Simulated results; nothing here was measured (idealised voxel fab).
Process module under the name voxel fin reveal
Shown is cross-section cut, with a width of 295 nm and square cells of size 5 nm.
Throughout this document, each cross-section is represented as a grid of square cells and is presented as a sequence of bands enumerated from the top downward, where a band comprises one or more rows of cells.
This entry defines a band. It first specifies the height of the band's top and the height of its bottom in nm, and then specifies the band's materials from left to right, stating each material with its width in nm. The word "full width" identifies a single material that fills the band from edge to edge, while the word "air" identifies empty space.
All heights in this document are referenced to 0, defined as the level beneath which the wafer, as received, consists entirely of one material. The lowest band is not bounded below; it extends indefinitely downward and is written in the form "0 and below".
The expression "30->40" gives the width at the extremes of the band, the first number at its top row of cells and the second at its bottom row, with the width changing by equal amounts from each row to the next in between.
Where a step carries "no modification", the cross-section came out of it unchanged, cell for cell.
This entry, "Sealed void listing", enumerates those empty regions of no fewer than 8 cells that possess no open connection to the top. Each region is reported in the form width x height at distance, the distance being taken from the left edge, with all three quantities expressed in nm.
That trailing text on a step's line, after the settings, is the simulator's own remark on the step.
You can add "overlay nm" to a step's line. For a step with a mask, it describes how far the mask lay to the right of its planned position, and a negative number describes a lay to the left.
Here's what the planned process steps look like
1 RECEIVE (material Si)
2 CONFORMAL_DEP (material SiN; thk nm 5)
3 MASKED_ETCH (tone cover; mask id FINS; width nm 15; pitch nm 45; etch materials SiN; depth nm 5; overlay nm 0)
4 MASKED_ETCH (tone cover; mask id FINS; width nm 15; pitch nm 45; etch materials Si; depth nm 30; overlay nm 0)
5 OXIDIZE (depth nm 5)
6 FILL_DEP (material SiO2; thk nm 5)
7 CMP (height nm 5)
8 SELECTIVE_ETCH (etch materials SiO2; depth nm 25)
9 STRIP (etch materials SiN)
As-received wafer cross-section (after step 1)
> 0 and below: Si full width
> Sealed void listing: none
Look at the cross-section after the module: the wafer started out the way shown above and the plan was the one shown above, yet one mistake was made along the way
> 5 down to 0: 95 of air / 15 of SiN / 30 of air / 15 of SiN / 30 of air / 15 of SiN / 95 of air
> 0 down to -35: 100 of air / 5 of Si / 40 of air / 5 of Si / 40 of air / 5 of Si / 100 of air
> -35 and below: Si full width
> Sealed void listing: none
Against the plan, the run slipped here: step 9 ran as: STRIP (etch materials SiO2)
